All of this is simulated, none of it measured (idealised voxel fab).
This is a process module. Its name is voxel released beams.
Displayed cross-section: cut, width of 205 nm, square cells sized 5 nm.
This document writes a cross-section as a grid whose cells are square, and gives it as bands, listed from the top down; one or more rows of cells form a band.
The band entry comprises the height of the band's top followed by the height of its bottom, expressed in nm, and subsequently the band's materials from left to right, each stated together with its width in nm. Where a single material is marked with the word "everywhere", that material fills the band from edge to edge. The word "empty" represents empty space.
Convention: height 0 is the level below which the wafer, as received, is all one material. The lowest band does not terminate at the bottom but continues downward, represented as "from 0 down".
The notation "30..40" denotes a width that varies across the rows of cells in the band, beginning at the first number in the top row, finishing at the second number in the bottom row, and changing by an identical amount from each row to the next.
"everything unchanged", as given for a step, is the statement that not any cell of the cross-section underwent a change during that step.
For the entry "Enclosed void catalog", the listed items are empty spaces with no open way to the top whose size is 8 cells or more; each item follows the pattern width x height at distance, where distance is from the left edge and all three are in nm.
On a step's line, text after the settings is the simulator commenting on that step.
Each step line may optionally specify "overlay nm", which for a step with a mask gives the rightward distance between the mask's planned place and where it lay, a negative value indicating the leftward direction.
-- Here's what the planned process steps look like
1) RECEIVE,material Si
2) CONFORMAL_DEP,material SiN,thk nm 5
3) DIRECTIONAL_DEP,material SiO2,thk nm 20
4) MASKED_ETCH,tone open,mask id ANCHOR,width nm 45,etch materials SiO2,depth nm 20,overlay nm 0
5) CONFORMAL_DEP,material W,thk nm 15
6) DIRECTIONAL_DEP,material aC,thk nm 15
7) PATTERN,tone cover,mask id BEAM,material resist,width nm 120,thk nm 35,overlay nm 0
8) DIRECTIONAL_ETCH,etch materials aC,depth nm 15
9) STRIP,etch materials resist
10) DIRECTIONAL_ETCH,etch materials W,depth nm 15
11) STRIP,etch materials aC
12) STRIP,etch materials SiO2
-- This is the cross-section of the wafer as we received it, i.e. after step 1
> from 0 down  Si everywhere
> Enclosed void catalog: none
-- End-of-module cross-section of the first of two wafers, processed as planned
> from 40 to 25  40 empty  20 W  15 empty  85 W  45 empty
> from 25 to 20  45 empty  15 W  15 empty  15 W  115 empty
> from 20 to 5  45 empty  45 W  115 empty
> from 5 to 0  SiN everywhere
> from 0 down  Si everywhere
> Enclosed void catalog: none
-- Cross-sectional image of the second wafer of the two following completion of the module. Starting state and process plan were the same as for the first wafer; one execution error occurred
> from 50 to 35  40 empty  20 W  15 empty  85 W  45 empty
> from 35 to 30  45 empty  15 W  15 empty  15 W  115 empty
> from 30 to 15  45 empty  45 W  115 empty
> from 15 to 0  SiN everywhere
> from 0 down  Si everywhere
> Enclosed void catalog: none
Deviation from plan: for step 2, the planned setting was not used; the step was instead run as CONFORMAL_DEP,material SiN,thk nm 15
Materials where the second wafer ends with more or fewer cells than the first: SiN: 82 more
